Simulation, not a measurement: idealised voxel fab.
A process module follows: voxel capacitor over wiring.
The cross-section on display is named cut; it measures 155 nm wide, and its cells are 5 nm squares.
Think of the cross-section as a grid of square cells. We describe it in bands, top to bottom, and each band covers one or more rows of those cells.
The entry gives the band's vertical extent as a top height and a bottom height in nm, then its horizontal make-up as materials from left to right, each with a width in nm. "air" stands for empty space; a single material marked "all across" fills the band edge to edge.
Where do heights start? At 0: under that level the wafer as delivered is made of one material only. And the lowest band has no floor; it just carries on downward, as in "z 0 and below".
Graded width ("30->40"): value in top row of band = first number; value in bottom row = second number; row-to-row change constant.
Take "no alteration" at face value: in the step it is given for, the cross-section changed in none of its cells.
So "Closed void catalog" is basically the list of trapped voids: any empty space of 8 cells or more that can't reach the top through an opening. They're written width x height at distance, the distance being from the left edge, and it's all nm.
It should be noted that, on the line of a given step, the content following the step's settings is a remark produced by the simulator itself with respect to that step.
The optional step-line setting "overlay nm" applies to steps with a mask and quantifies how far to the right of its planned location the mask lay, a negative value indicating leftward placement.
Each pair of cross-sections that follows straddles one process step: the one shows the state before the step, the other the state after it, down to the lowest band that changed and no further. The step in question, and its settings, are given under the pair. Note that a pair is not necessarily a continuation of the pair above it, since pairs can come from different runs of this module on the same starting wafer; it is a continuation only where its entry headed "Before this step" says so.

### Before this step
  z 95 to 90 | TiN (45), then air (5), then TiN (105)
  z 90 to 80 | SiO2 (40), then TiN (5), then air (5), then TiN (5), then SiO2 (100)
  z 80 to 70 | SiO2 (40->35), then TiN (15->60), then SiO2 (100->60)
  z 70 to 65 | SiO2 (30), then SiN (65), then SiO2 (60)
  z 65 to 60 | SiO2 (30), then TiN (80), then SiO2 (45)
  z 60 to 40 | lowk (30), then Ru (15), then lowk (110)
  z 40 to 35 | SiCN (30), then Ru (15), then SiCN (110)
  z 35 to 20 | SiO2 (15), then SiN (5), then Ru (25), then SiN (5), then SiO2 (50), then SiN (5), then Ru (25), then SiN (5), then SiO2 (20)
  z 20 to 15 | SiN (20), then TiN (25), then SiN (60), then TiN (25), then SiN (25)
  z 15 to 0 | SiO2 all across
  z 0 and below | Si all across
  Closed void catalog: none

### after
  z 105 to 95 | W all across
  z 95 to 90 | TiN (45), then W (5), then TiN (105)
  z 90 to 80 | SiO2 (40), then TiN (5), then W (5), then TiN (5), then SiO2 (100)
  Below 80, no change.
  Closed void catalog: none
Name the step between the before and after sections above: FILL_DEP [material W] [thk nm 10]

Before this step: The prior state of this step coincides with the post-step cross-section of the pair just above.

### after
  z 90 to 80 | SiO2 (40), then TiN (5), then W (5), then TiN (5), then SiO2 (100)
  Below 80, no change.
  Closed void catalog: none
Name the step between the before and after sections above: CMP [height nm 90]

Before this step: The prior state of this step coincides with the post-step cross-section of the pair just above.

### after
  z 95 to 90 | SiN all across
  Below 90, no change.
  Closed void catalog: none
Name the step between the before and after sections above: CONFORMAL_DEP [material SiN] [thk nm 5]

### Before this step
  z 15 to 0 | SiO2 all across
  z 0 and below | Si all across
  Closed void catalog: none

### after
  z 20 to 15 | SiN all across
  Below 15, no change.
  Closed void catalog: none
Name the step between the before and after sections above: DIRECTIONAL_DEP [material SiN] [thk nm 5]

Before this step: The prior state of this step coincides with the post-step cross-section of the pair just above.

### after
  z 35 to 20 | Ru all across
  Below 20, no change.
  Closed void catalog: none
Name the step between the before and after sections above: DIRECTIONAL_DEP [material Ru] [thk nm 15]

Before this step: The prior state of this step coincides with the post-step cross-section of the pair just above.

### after
  z 35 to 20 | air (20), then Ru (25), then air (60), then Ru (25), then air (25)
  Below 20, no change.
  Closed void catalog: none
Name the step between the before and after sections above: MASKED_ETCH [tone cover] [mask id METAL_1] [width nm 25] [pitch nm 85] [etch materials Ru] [depth nm 15] [overlay nm 0]

Before this step: The prior state of this step coincides with the post-step cross-section of the pair just above.

### after
  z 40 to 35 | air (15), then SiN (35), then air (50), then SiN (35), then air (20)
  z 35 to 25 | air (15), then SiN (5), then Ru (25), then SiN (5), then air (50), then SiN (5), then Ru (25), then SiN (5), then air (20)
  z 25 to 20 | SiN (20), then Ru (25), then SiN (60), then Ru (25), then SiN (25)
  Below 20, no change.
  Closed void catalog: none
Name the step between the before and after sections above: CONFORMAL_DEP [material SiN] [thk nm 5]

Before this step: The prior state of this step coincides with the post-step cross-section of the pair just above.

### after
  z 45 to 40 | SiO2 all across
  z 40 to 35 | SiO2 (15), then SiN (35), then SiO2 (50), then SiN (35), then SiO2 (20)
  z 35 to 25 | SiO2 (15), then SiN (5), then Ru (25), then SiN (5), then SiO2 (50), then SiN (5), then Ru (25), then SiN (5), then SiO2 (20)
  Below 25, no change.
  Closed void catalog: none
Name the step between the before and after sections above: FILL_DEP [material SiO2] [thk nm 5]

Before this step: The prior state of this step coincides with the post-step cross-section of the pair just above.

### after
  z 35 to 25 | SiO2 (15), then SiN (5), then Ru (25), then SiN (5), then SiO2 (50), then SiN (5), then Ru (25), then SiN (5), then SiO2 (20)
  Below 25, no change.
  Closed void catalog: none
Name the step between the before and after sections above: CMP [height nm 35]

Before this step: The prior state of this step coincides with the post-step cross-section of the pair just above.

### after
  z 40 to 35 | SiCN all across
  Below 35, no change.
  Closed void catalog: none
Name the step between the before and after sections above: CONFORMAL_DEP [material SiCN] [thk nm 5]

Before this step: The prior state of this step coincides with the post-step cross-section of the pair just above.

### after
  z 60 to 40 | lowk all across
  Below 40, no change.
  Closed void catalog: none
Name the step between the before and after sections above: DIRECTIONAL_DEP [material lowk] [thk nm 20]

Before this step: The prior state of this step coincides with the post-step cross-section of the pair just above.

### after
  z 60 to 40 | lowk (30), then air (15), then lowk (110)
  Below 40, no change.
  Closed void catalog: none
Name the step between the before and after sections above: MASKED_ETCH [tone open] [mask id PLUG_1] [width nm 15] [etch materials lowk] [depth nm 20] [overlay nm 0]

Before this step: The prior state of this step coincides with the post-step cross-section of the pair just above.

### after
  z 60 to 40 | lowk (30), then air (15), then lowk (110)
  z 40 to 35 | SiCN (30), then air (15), then SiCN (110)
  Below 35, no change.
  Closed void catalog: none
Name the step between the before and after sections above: MASKED_ETCH [tone open] [mask id PLUG_1] [width nm 15] [etch materials SiCN] [depth nm 5] [overlay nm 0]

Before this step: The prior state of this step coincides with the post-step cross-section of the pair just above.

### after
  z 60 to 45 | lowk (30), then air (15), then lowk (110)
  z 45 to 40 | lowk (30), then Ru (15), then lowk (110)
  z 40 to 35 | SiCN (30), then Ru (15), then SiCN (110)
  Below 35, no change.
  Closed void catalog: none
Name the step between the before and after sections above: EPI [material Ru] [thk nm 10]

Before this step: The prior state of this step coincides with the post-step cross-section of the pair just above.

### after
  z 60 to 55 | lowk (30), then air (15), then lowk (110)
  z 55 to 40 | lowk (30), then Ru (15), then lowk (110)
  Below 40, no change.
  Closed void catalog: none
Name the step between the before and after sections above: EPI [material Ru] [thk nm 10]

Before this step: The prior state of this step coincides with the post-step cross-section of the pair just above.

### after
  z 60 to 40 | lowk (30), then Ru (15), then lowk (110)
  Below 40, no change.
  Closed void catalog: none
Name the step between the before and after sections above: EPI [material Ru] [thk nm 5]

Before this step: The prior state of this step coincides with the post-step cross-section of the pair just above.

### after
  z 65 to 60 | TiN all across
  Below 60, no change.
  Closed void catalog: none
Name the step between the before and after sections above: DIRECTIONAL_DEP [material TiN] [thk nm 5]

Before this step: The prior state of this step coincides with the post-step cross-section of the pair just above.

### after
  z 70 to 65 | SiN all across
  Below 65, no change.
  Closed void catalog: none
Name the step between the before and after sections above: DIRECTIONAL_DEP [material SiN] [thk nm 5]

Before this step: The prior state of this step coincides with the post-step cross-section of the pair just above.

### after
  z 75 to 70 | TiN all across
  Below 70, no change.
  Closed void catalog: none
Name the step between the before and after sections above: DIRECTIONAL_DEP [material TiN] [thk nm 5]

Before this step: The prior state of this step coincides with the post-step cross-section of the pair just above.

### after
  z 75 to 70 | air (30), then TiN (65), then air (60)
  Below 70, no change.
  Closed void catalog: none
Name the step between the before and after sections above: MASKED_ETCH [tone cover] [mask id UPPER_PLATE] [width nm 65] [etch materials TiN] [depth nm 5] [overlay nm 0]

Before this step: The prior state of this step coincides with the post-step cross-section of the pair just above.

### after
  z 75 to 70 | air (30), then TiN (65), then air (60)
  z 70 to 65 | air (30), then SiN (65), then air (60)
  Below 65, no change.
  Closed void catalog: none
Name the step between the before and after sections above: MASKED_ETCH [tone cover] [mask id UPPER_PLATE] [width nm 65] [etch materials SiN] [depth nm 5] [overlay nm 0]

Before this step: The prior state of this step coincides with the post-step cross-section of the pair just above.

### after
  z 95 to 75 | air (25), then resist (75), then air (55)
  z 75 to 70 | air (25), then resist (5), then TiN (65), then resist (5), then air (55)
  z 70 to 65 | air (25), then resist (5), then SiN (65), then resist (5), then air (55)
  Below 65, no change.
  Closed void catalog: none
Name the step between the before and after sections above: PATTERN [tone cover] [mask id LOWER_PLATE] [material resist] [width nm 75] [thk nm 20] [overlay nm 0]

Before this step: The prior state of this step coincides with the post-step cross-section of the pair just above.

### after
  z 95 to 75 | air (25), then resist (75), then air (55)
  z 75 to 70 | air (25), then resist (5), then TiN (65), then resist (5), then air (55)
  z 70 to 65 | air (25), then resist (5), then SiN (65), then resist (5), then air (55)
  z 65 to 60 | air (25), then TiN (75), then air (55)
  Below 60, no change.
  Closed void catalog: none
Name the step between the before and after sections above: DIRECTIONAL_ETCH [etch materials TiN] [depth nm 5]

Before this step: The prior state of this step coincides with the post-step cross-section of the pair just above.

### after
  z 75 to 70 | air (30), then TiN (65), then air (60)
  z 70 to 65 | air (30), then SiN (65), then air (60)
  Below 65, no change.
  Closed void catalog: none
Name the step between the before and after sections above: STRIP [etch materials resist]

Before this step: The prior state of this step coincides with the post-step cross-section of the pair just above.

### after
  z 95 to 75 | SiO2 all across
  z 75 to 70 | SiO2 (30), then TiN (65), then SiO2 (60)
  z 70 to 65 | SiO2 (30), then SiN (65), then SiO2 (60)
  z 65 to 60 | SiO2 (25), then TiN (75), then SiO2 (55)
  Below 60, no change.
  Closed void catalog: none
Name the step between the before and after sections above: FILL_DEP [material SiO2] [thk nm 20]

Before this step: The prior state of this step coincides with the post-step cross-section of the pair just above.

### after
  z 90 to 75 | SiO2 all across
  Below 75, no change.
  Closed void catalog: none
Name the step between the before and after sections above: CMP [height nm 90]

Before this step: The prior state of this step coincides with the post-step cross-section of the pair just above.

### after
  z 110 to 90 | resist (40), then air (15), then resist (100)
  Below 90, no change.
  Closed void catalog: none
Name the step between the before and after sections above: PATTERN [tone open] [mask id PLUG_2] [material resist] [width nm 15] [thk nm 20] [overlay nm 0]

Before this step: The prior state of this step coincides with the post-step cross-section of the pair just above.

### after
  z 110 to 90 | resist (40), then air (15), then resist (100)
  z 90 to 75 | SiO2 (40), then air (15), then SiO2 (100)
  Below 75, no change.
  Closed void catalog: none
Name the step between the before and after sections above: DIRECTIONAL_ETCH [etch materials SiO2] [depth nm 15]

Before this step: The prior state of this step coincides with the post-step cross-section of the pair just above.

### after
  z 90 to 75 | SiO2 (40), then air (15), then SiO2 (100)
  Below 75, no change.
  Closed void catalog: none
Name the step between the before and after sections above: STRIP [etch materials resist]

Before this step: The prior state of this step coincides with the post-step cross-section of the pair just above.

### after
  z 95 to 90 | TiN (45), then air (5), then TiN (105)
  z 90 to 80 | SiO2 (40), then TiN (5), then air (5), then TiN (5), then SiO2 (100)
  z 80 to 70 | SiO2 (40->30), then TiN (15->65), then SiO2 (100->60)
  Below 70, no change.
  Closed void catalog: none
Name the step between the before and after sections above: CONFORMAL_DEP [material TiN] [thk nm 5]

Before this step: The prior state of this step coincides with the post-step cross-section of the pair just above.

### after
  z 105 to 95 | W all across
  z 95 to 90 | TiN (45), then W (5), then TiN (105)
  z 90 to 80 | SiO2 (40), then TiN (5), then W (5), then TiN (5), then SiO2 (100)
  Below 80, no change.
  Closed void catalog: none
Name the step between the before and after sections above: FILL_DEP [material W] [thk nm 10]

Before this step: The prior state of this step coincides with the post-step cross-section of the pair just above.

### after
  z 90 to 80 | SiO2 (40), then TiN (5), then W (5), then TiN (5), then SiO2 (100)
  Below 80, no change.
  Closed void catalog: none
Name the step between the before and after sections above: CMP [height nm 90]

Before this step: The prior state of this step coincides with the post-step cross-section of the pair just above.

### after
  z 95 to 90 | SiN all across
  Below 90, no change.
  Closed void catalog: none
Name the step between the before and after sections above: CONFORMAL_DEP [material SiN] [thk nm 5]

### Before this step
  z 90 to 75 | SiO2 all across
  z 75 to 70 | SiO2 (30), then TiN (65), then SiO2 (60)
  z 70 to 65 | SiO2 (30), then SiN (65), then SiO2 (60)
  z 65 to 60 | SiO2 (25), then TiN (75), then SiO2 (55)
  z 60 to 40 | lowk (30), then Ru (15), then lowk (110)
  z 40 to 35 | SiCN (30), then Ru (15), then SiCN (110)
  z 35 to 20 | SiO2 (15), then SiN (5), then Ru (25), then SiN (5), then SiO2 (50), then SiN (5), then Ru (25), then SiN (5), then SiO2 (20)
  z 20 to 15 | SiN (20), then TiN (25), then SiN (60), then TiN (25), then SiN (25)
  z 15 to 0 | SiO2 all across
  z 0 and below | Si all across
  Closed void catalog: none

### after
  z 110 to 90 | air (40), then resist (15), then air (100)
  Below 90, no change.
  Closed void catalog: none
Name the step between the before and after sections above: PATTERN [tone cover] [mask id PLUG_2] [material resist] [width nm 15] [thk nm 20] [overlay nm 0]

Before this step: The prior state of this step coincides with the post-step cross-section of the pair just above.

### after
  z 110 to 90 | air (40), then resist (15), then air (100)
  z 90 to 75 | air (40), then SiO2 (15), then air (100)
  Below 75, no change.
  Closed void catalog: none
Name the step between the before and after sections above: DIRECTIONAL_ETCH [etch materials SiO2] [depth nm 15]

Before this step: The prior state of this step coincides with the post-step cross-section of the pair just above.

### after
  z 90 to 75 | air (40), then SiO2 (15), then air (100)
  Below 75, no change.
  Closed void catalog: none
Name the step between the before and after sections above: STRIP [etch materials resist]

Before this step: The prior state of this step coincides with the post-step cross-section of the pair just above.

### after
  z 95 to 90 | air (35), then TiN (25), then air (95)
  z 90 to 80 | air (35), then TiN (5), then SiO2 (15), then TiN (5), then air (95)
  z 80 to 75 | TiN (40), then SiO2 (15), then TiN (100)
  Below 75, no change.
  Closed void catalog: none
Name the step between the before and after sections above: CONFORMAL_DEP [material TiN] [thk nm 5]

Before this step: The prior state of this step coincides with the post-step cross-section of the pair just above.

### after
  z 105 to 95 | W all across
  z 95 to 90 | W (35), then TiN (25), then W (95)
  z 90 to 80 | W (35), then TiN (5), then SiO2 (15), then TiN (5), then W (95)
  Below 80, no change.
  Closed void catalog: none
Name the step between the before and after sections above: FILL_DEP [material W] [thk nm 10]

Before this step: The prior state of this step coincides with the post-step cross-section of the pair just above.

### after
  z 90 to 80 | W (35), then TiN (5), then SiO2 (15), then TiN (5), then W (95)
  Below 80, no change.
  Closed void catalog: none
Name the step between the before and after sections above: CMP [height nm 90]

Before this step: The prior state of this step coincides with the post-step cross-section of the pair just above.

### after
  z 95 to 90 | SiN all across
  Below 90, no change.
  Closed void catalog: none
Name the step between the before and after sections above: CONFORMAL_DEP [material SiN] [thk nm 5]
